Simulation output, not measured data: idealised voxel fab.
A process module follows: voxel ribs on slabs.
We display cut, a cross-section 220 nm in width whose square cells are each 5 nm.
Reading order for cross-sections: top band down to bottom band. Underlying form: a grid of square cells. Band size: one or more rows of cells.
A band entry consists of two parts. The first gives the height of the band's top and the height of its bottom, in nm. The rest lists the band's materials from left to right, each with its width in nm. A single material labelled with the word "throughout" fills the band from edge to edge, and the word "air" marks empty space.
We count height from 0. Below that, the starting wafer is all one material. The lowest band never ends at the bottom but goes on down; see "0 and below" for how that is written.
The expression "30 to 40" gives the width at the extremes of the band, the first number at its top row of cells and the second at its bottom row, with the width changing by equal amounts from each row to the next in between.
You'll sometimes find "nothing changed" written for a step, and that's the way of saying that nowhere in the cross-section did a cell change during that step.
"Encapsulated voids" - sealed voids, min. 8 cells, no opening to top; format: width x height at distance (distance from left edge; nm throughout).
Whatever follows a step's settings on its line is a remark the simulator itself makes about that step.
Each step line may optionally specify "overlay nm", which for a step with a mask gives the rightward distance between the mask's planned place and where it lay, a negative value indicating the leftward direction.
**The following list gives the planned process steps**
step 1: RECEIVE with material Si
step 2: DIRECTIONAL_DEP with material SiO2, thk nm 30
step 3: DIRECTIONAL_DEP with material polySi, thk nm 15
step 4: PATTERN with tone cover, mask id RIB, material resist, width nm 20, thk nm 15, overlay nm 0
step 5: DIRECTIONAL_ETCH with etch materials polySi, depth nm 10
step 6: STRIP with etch materials resist
step 7: MASKED_ETCH with tone cover, mask id SLAB, width nm 70, etch materials polySi, depth nm 5, overlay nm 0
step 8: FILL_DEP with material SiO2, thk nm 15
step 9: CMP with height nm 55
step 10: DIRECTIONAL_DEP with material TiN, thk nm 5
step 11: DIRECTIONAL_DEP with material aC, thk nm 15
step 12: PATTERN with tone cover, mask id HEATER, material resist, width nm 30, thk nm 35, overlay nm 0
step 13: DIRECTIONAL_ETCH with etch materials aC, depth nm 15
step 14: STRIP with etch materials resist
step 15: DIRECTIONAL_ETCH with etch materials TiN, depth nm 5
step 16: STRIP with etch materials aC
step 17: CONFORMAL_DEP with material SiO2, thk nm 5
It is noted that the wafers described herein are identical at the outset and are distinguished by the thk nm of step 17; the value stated in the plan corresponds to the first wafer.
**Cross-section: the first of several wafers in its as-received state, i.e. following step 1**
  0 and below: Si throughout
  Encapsulated voids: none
**Per wafer, end of module: cells gained (+) or lost (-) per material since receipt, then closed voids**
thk nm 5, +508 SiO2, +6 TiN, +22 polySi, Encapsulated voids: none
thk nm 10, +554 SiO2, +6 TiN, +22 polySi, Encapsulated voids: none
thk nm 15, +600 SiO2, +6 TiN, +22 polySi, Encapsulated voids: none
thk nm 20, +646 SiO2, +6 TiN, +22 polySi, Encapsulated voids: none
